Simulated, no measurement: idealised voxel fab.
Proc. module: voxel transistor to metal
Square cells of 5 nm make up the cross-section cut, whose width is 285 nm.
A cross-section is a grid of square cells, given in bands from the top down. A band is one or more rows of cells.
Heads up on the band format: heights come first, top then bottom, in nm. After that it's the materials left to right, each with its width in nm. A single material flagged "throughout" fills the whole band edge to edge, and "blank" means there's empty space there.
Heights are expressed relative to 0, this being the level below which the as-received wafer comprises one material exclusively. The lowest band is unbounded in the downward direction and is denoted as in "0..down".
The width entry "30->40" should be interpreted row by row: the top row of cells in the band takes the first number, the bottom row takes the second number, and the change between adjacent rows is uniform throughout.
Basically "nothing altered" means that step didn't change any cell in the cross-section.
So "Sealed cavities" is basically the list of trapped voids: any empty space of 8 cells or more that can't reach the top through an opening. They're written width x height at distance, the distance being from the left edge, and it's all nm.
Anything after a step's settings on that line? It's the simulator's own note about the step.
Steps that use a mask can have "overlay nm" on their line. It says how far the mask sat to the right of where it was meant to be. Negative means to the left.

### plan
1,op RECEIVE | material Si
2,op OXIDIZE | depth nm 5
3,op CONFORMAL_DEP | material SiN | thk nm 10
4,op PATTERN | tone cover | mask id ACTIVE | material resist | width nm 115 | pitch nm 135 | thk nm 15 | overlay nm 0
5,op DIRECTIONAL_ETCH | etch materials SiN | depth nm 10
6,op DIRECTIONAL_ETCH | etch materials SiO2 | depth nm 5
7,op DIRECTIONAL_ETCH | etch materials Si | depth nm 20
8,op STRIP | etch materials resist
9,op FILL_DEP | material SiO2 | thk nm 15
10,op CMP | height nm 10
11,op SELECTIVE_ETCH | etch materials SiO2 | depth nm 10
12,op STRIP | etch materials SiN
13,op SELECTIVE_ETCH | etch materials SiO2 | depth nm 5
14,op OXIDIZE | depth nm 5
15,op DIRECTIONAL_DEP | material polySi | thk nm 25
16,op DIRECTIONAL_DEP | material SiCN | thk nm 10
17,op MASKED_ETCH | tone cover | mask id GATE | width nm 15 | pitch nm 135 | etch materials SiCN | depth nm 20 | overlay nm 0
18,op MASKED_ETCH | tone cover | mask id GATE | width nm 15 | pitch nm 135 | etch materials polySi | depth nm 35 | overlay nm 0
19,op CONFORMAL_DEP | material SiN | thk nm 5
20,op DIRECTIONAL_ETCH | etch materials SiN | depth nm 5
21,op DIRECTIONAL_ETCH | etch materials SiO2 | depth nm 5
22,op EPI | material nSi | thk nm 5
23,op FILL_DEP | material SiO2 | thk nm 5
24,op CMP | height nm 30
25,op DIRECTIONAL_DEP | material SiO2 | thk nm 15
26,op MASKED_ETCH | tone open | mask id CONTACT | width nm 20 | etch materials SiO2 | depth nm 50 | overlay nm 0
27,op CONFORMAL_DEP | material TiN | thk nm 5
28,op FILL_DEP | material W | thk nm 5
29,op CMP | height nm 45
30,op CONFORMAL_DEP | material SiCN | thk nm 5
31,op DIRECTIONAL_DEP | material SiO2 | thk nm 25
32,op PATTERN | tone open | mask id METAL_1 | material resist | width nm 20 | thk nm 20 | overlay nm 0
33,op DIRECTIONAL_ETCH | etch materials SiO2 | depth nm 25
34,op DIRECTIONAL_ETCH | etch materials SiCN | depth nm 5
35,op STRIP | etch materials resist
36,op CONFORMAL_DEP | material TiN | thk nm 5
37,op FILL_DEP | material Cu | thk nm 10
38,op CMP | height nm 75
39,op CONFORMAL_DEP | material SiCN | thk nm 5

### Cross-section of the wafer at receipt, which is the condition after step 1
  0..down = Si throughout
  Sealed cavities: none

### Final wafer profile in cross-section after the module, from the same start and plan as above, with one mistake made during processing
  80..75 = SiCN throughout
  75..50 = SiO2 (25)  polySi (5)  Cu (10)  polySi (5)  SiO2 (55)  polySi (5)  Cu (10)  polySi (5)  SiO2 (40)  polySi (5)  Cu (10)  polySi (5)  SiO2 (55)  polySi (5)  Cu (10)  polySi (5)  SiO2 (30)
  50..45 = SiCN (25)  polySi (20)  SiCN (55)  polySi (20)  SiCN (40)  polySi (20)  SiCN (55)  polySi (20)  SiCN (30)
  45..30 = SiO2 (25)  TiN (5)  W (10)  TiN (5)  SiO2 (55)  TiN (5)  W (10)  TiN (5)  SiO2 (40)  TiN (5)  W (10)  TiN (5)  SiO2 (55)  TiN (5)  W (10)  TiN (5)  SiO2 (30)
  30..20 = SiO2 (25)  TiN (5)  W (10)  TiN (5)  SiO2 (15)  SiN (5)  SiCN (15)  SiN (5)  SiO2 (15)  TiN (5)  W (10)  TiN (5)  SiO2 (40)  TiN (5)  W (10)  TiN (5)  SiO2 (15)  SiN (5)  SiCN (15)  SiN (5)  SiO2 (15)  TiN (5)  W (10)  TiN (5)  SiO2 (30)
  20..0 = SiO2 (25)  TiN (5)  W (10)  TiN (5)  SiO2 (15)  SiN (5)  polySi (15)  SiN (5)  SiO2 (15)  TiN (5)  W (10)  TiN (5)  SiO2 (40)  TiN (5)  W (10)  TiN (5)  SiO2 (15)  SiN (5)  polySi (15)  SiN (5)  SiO2 (15)  TiN (5)  W (10)  TiN (5)  SiO2 (30)
  0..-5 = SiO2 (25)  TiN (20)  SiO2 (15)  SiN (5)  polySi (15)  SiN (5)  SiO2 (15)  TiN (20)  SiO2 (40)  TiN (20)  SiO2 (15)  SiN (5)  polySi (15)  SiN (5)  SiO2 (15)  TiN (20)  SiO2 (30)
  -5..-10 = SiO2 (10)  nSi (50)  SiO2 (25)  nSi (50)  SiO2 (10)  nSi (50)  SiO2 (25)  nSi (50)  SiO2 (15)
  -10..-25 = SiO2 (15)  Si (115)  SiO2 (20)  Si (115)  SiO2 (20)
  -25..down = Si throughout
  Sealed cavities: none
In executing the process, a mistake was made relative to the plan: step 36 was run on a setting that differed from the plan, and what really ran there is op CONFORMAL_DEP | material polySi | thk nm 5
